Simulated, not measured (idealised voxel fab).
Process module in this document: voxel self aligned vias
For reference, the cross-section in this document is cut, with width 285 nm and square cells of 5 nm.
Heads up, the way a cross-section reads in here is a grid of square cells, handed over as bands from the top down, with every band being one or more rows of cells.
Look at the band entry: it leads with the top's height and the bottom's height in nm. Then it lists the materials left to right, with a width in nm for each. The word "everywhere" on a single material says that material fills the band edge to edge. The word "empty" is empty space.
Below 0: as-received wafer, all one material; heights counted from there. Lowest band: no bottom, goes on down, written "0 nm and below".
When a width is written as two numbers, as in "30->40", the first number is the width in the top row of cells of the band and the second is the width in its bottom row, and the width changes by the same amount from each row to the next.
"nothing got changed" after a step means that no cell of the cross-section changed.
"Unvented voids" enumerates empty spaces isolated from the top, with no open way to it, that contain at least 8 cells, giving each as width x height at distance from the left edge, all three in nm.
Read whatever lies past the settings on a step's line as the simulator's own remark about the step.
For masked steps, "overlay nm" on the step line gives how far right of plan the mask actually lay; a minus sign means it lay to the left.
### Steps planned for the process
| 1 | RECEIVE with material Si |
| 2 | CONFORMAL_DEP with material SiO2, thk nm 15 |
| 3 | CONFORMAL_DEP with material SiCN, thk nm 5 |
| 4 | DIRECTIONAL_DEP with material lowk, thk nm 25 |
| 5 | PATTERN with tone open, mask id LINES, material resist, width nm 30, pitch nm 70, thk nm 20, overlay nm 0 |
| 6 | DIRECTIONAL_ETCH with etch materials lowk, depth nm 25 |
| 7 | STRIP with etch materials resist |
| 8 | CONFORMAL_DEP with material TiN, thk nm 5 |
| 9 | FILL_DEP with material Ru, thk nm 10 |
| 10 | CMP with height nm 45 |
| 11 | SELECTIVE_ETCH with etch materials W Ru TiN, depth nm 5 |
| 12 | FILL_DEP with material SiN, thk nm 10 |
| 13 | CMP with height nm 45 |
| 14 | DIRECTIONAL_DEP with material lowk, thk nm 20 |
| 15 | PATTERN with tone open, mask id VIAS, material resist, width nm 40, pitch nm 70, thk nm 15, overlay nm 0 |
| 16 | DIRECTIONAL_ETCH with etch materials lowk, depth nm 20 |
| 17 | DIRECTIONAL_ETCH with etch materials SiN, depth nm 5 |
| 18 | STRIP with etch materials resist |
| 19 | CONFORMAL_DEP with material TiN, thk nm 5 |
| 20 | FILL_DEP with material Cu, thk nm 10 |
| 21 | CMP with height nm 65 |
| 22 | CONFORMAL_DEP with material SiN, thk nm 5 |
### Cross-section of the wafer at receipt, which is the condition after step 1
	0 nm and below: Si everywhere
	Unvented voids: none
### Below is the wafer in cross-section after the module was completed. It began from the starting point shown above and followed the plan shown above, except that one mistake was made while running it
	70 nm to 65 nm: SiN everywhere
	65 nm to 50 nm: lowk 90 nm, TiN 5 nm, Cu 25 nm, TiN 5 nm, lowk 35 nm, TiN 5 nm, Cu 25 nm, TiN 5 nm, lowk 90 nm
	50 nm to 45 nm: lowk 90 nm, TiN 5 nm, Cu 20 nm, TiN 10 nm, lowk 35 nm, TiN 5 nm, Cu 20 nm, TiN 10 nm, lowk 90 nm
	45 nm to 40 nm: lowk 90 nm, TiN 30 nm, lowk 40 nm, TiN 30 nm, lowk 95 nm
	40 nm to 25 nm: lowk 90 nm, TiN 5 nm, Ru 20 nm, TiN 5 nm, lowk 40 nm, TiN 5 nm, Ru 20 nm, TiN 5 nm, lowk 95 nm
	25 nm to 20 nm: lowk 90 nm, TiN 30 nm, lowk 40 nm, TiN 30 nm, lowk 95 nm
	20 nm to 15 nm: SiCN everywhere
	15 nm to 0 nm: SiO2 everywhere
	0 nm and below: Si everywhere
	Unvented voids: none
So what did we get wrong on this run? off-plan run, step 15, actual operation and settings PATTERN with tone open, mask id VIAS, material resist, width nm 35, pitch nm 70, thk nm 15, overlay nm 0
